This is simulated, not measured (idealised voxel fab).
process module | voxel self aligned vias
cross-section cut | 170 nm wide | cells 5 nm
A cross-section is a grid of square cells, given in bands from the top down. A band is one or more rows of cells.
Each band's line starts with the height of the band's top and of its bottom, in nm. Then come its materials from left to right, each with its width in nm. One material with "throughout" fills the band from edge to edge. "air" is empty space.
Height 0 is the level under which the wafer as received is all one material. The lowest band goes on downwards, as in "0 down".
A width such as "30 to 40" changes by the same amount from each row of cells to the next, from the band's top row to its bottom row.
"no change" after a step means that no cell of the cross-section changed.
closed voids: empty space of 8 cells or more with no open way to the top, each as width x height at its distance from the left edge, in nm
after a step's settings: what the simulator itself notes on the step
overlay nm, on a step with a mask: how far to the right of its planned place the mask lay; to the left if negative
plan
1 op RECEIVE | material Si
2 op CONFORMAL_DEP | material SiO2 | thk nm 15
3 op CONFORMAL_DEP | material SiCN | thk nm 5
4 op DIRECTIONAL_DEP | material SiO2 | thk nm 30
5 op MASKED_ETCH | tone open | mask id LINES | width nm 30 | pitch nm 75 | etch materials SiO2 | depth nm 30 | overlay nm 0
6 op CONFORMAL_DEP | material TiN | thk nm 5
7 op FILL_DEP | material W | thk nm 5
8 op CMP | height nm 50
9 op SELECTIVE_ETCH | etch materials W Ru TiN | depth nm 10
10 op FILL_DEP | material SiN | thk nm 5
11 op CMP | height nm 50
12 op DIRECTIONAL_DEP | material SiO2 | thk nm 20
13 op PATTERN | tone open | mask id VIAS | material resist | width nm 50 | pitch nm 75 | thk nm 20 | overlay nm 0
14 op DIRECTIONAL_ETCH | etch materials SiO2 | depth nm 20
15 op DIRECTIONAL_ETCH | etch materials SiN | depth nm 10
16 op STRIP | etch materials resist
17 op CONFORMAL_DEP | material TiN | thk nm 5
18 op FILL_DEP | material Cu | thk nm 5
19 op CMP | height nm 70
20 op CONFORMAL_DEP | material SiCN | thk nm 5
as received, after step 1
  0 down: Si throughout
  closed voids: none
first wafer at the end, as planned
  75 to 70: SiCN throughout
  70 to 55: SiO2 20 | TiN 5 | Cu 40 | TiN 5 | SiO2 25 | TiN 5 | Cu 40 | TiN 5 | SiO2 25
  55 to 45: SiO2 20 to 30 | TiN 15 to 5 | Cu 20 | TiN 15 to 5 | SiO2 25 to 45 | TiN 15 to 5 | Cu 20 | TiN 15 to 5 | SiO2 25 to 35
  45 to 40: SiO2 30 | TiN 30 | SiO2 45 | TiN 30 | SiO2 35
  40 to 25: SiO2 30 | TiN 5 | W 20 | TiN 5 | SiO2 45 | TiN 5 | W 20 | TiN 5 | SiO2 35
  25 to 20: SiO2 30 | TiN 30 | SiO2 45 | TiN 30 | SiO2 35
  20 to 15: SiCN throughout
  15 to 0: SiO2 throughout
  0 down: Si throughout
  closed voids: none
second wafer at the end: like start, like plan, one mistake
  75 to 70: SiCN throughout
  70 to 55: SiO2 20 | TiN 5 | Cu 45 | TiN 5 | SiO2 20 | TiN 5 | Cu 45 | TiN 5 | SiO2 20
  55 to 45: SiO2 20 to 30 | TiN 15 to 5 | Cu 20 | TiN 20 to 5 | SiO2 20 to 45 | TiN 15 to 5 | Cu 20 | TiN 20 to 5 | SiO2 20 to 35
  45 to 40: SiO2 30 | TiN 30 | SiO2 45 | TiN 30 | SiO2 35
  40 to 25: SiO2 30 | TiN 5 | W 20 | TiN 5 | SiO2 45 | TiN 5 | W 20 | TiN 5 | SiO2 35
  25 to 20: SiO2 30 | TiN 30 | SiO2 45 | TiN 30 | SiO2 35
  20 to 15: SiCN throughout
  15 to 0: SiO2 throughout
  0 down: Si throughout
  closed voids: none
what went wrong: step 13 ran as: op PATTERN | tone open | mask id VIAS | material resist | width nm 55 | pitch nm 75 | thk nm 20 | overlay nm 0
at the end the second wafer has, in cells: 6 more of Cu | 8 fewer of SiO2 | 2 more of TiN
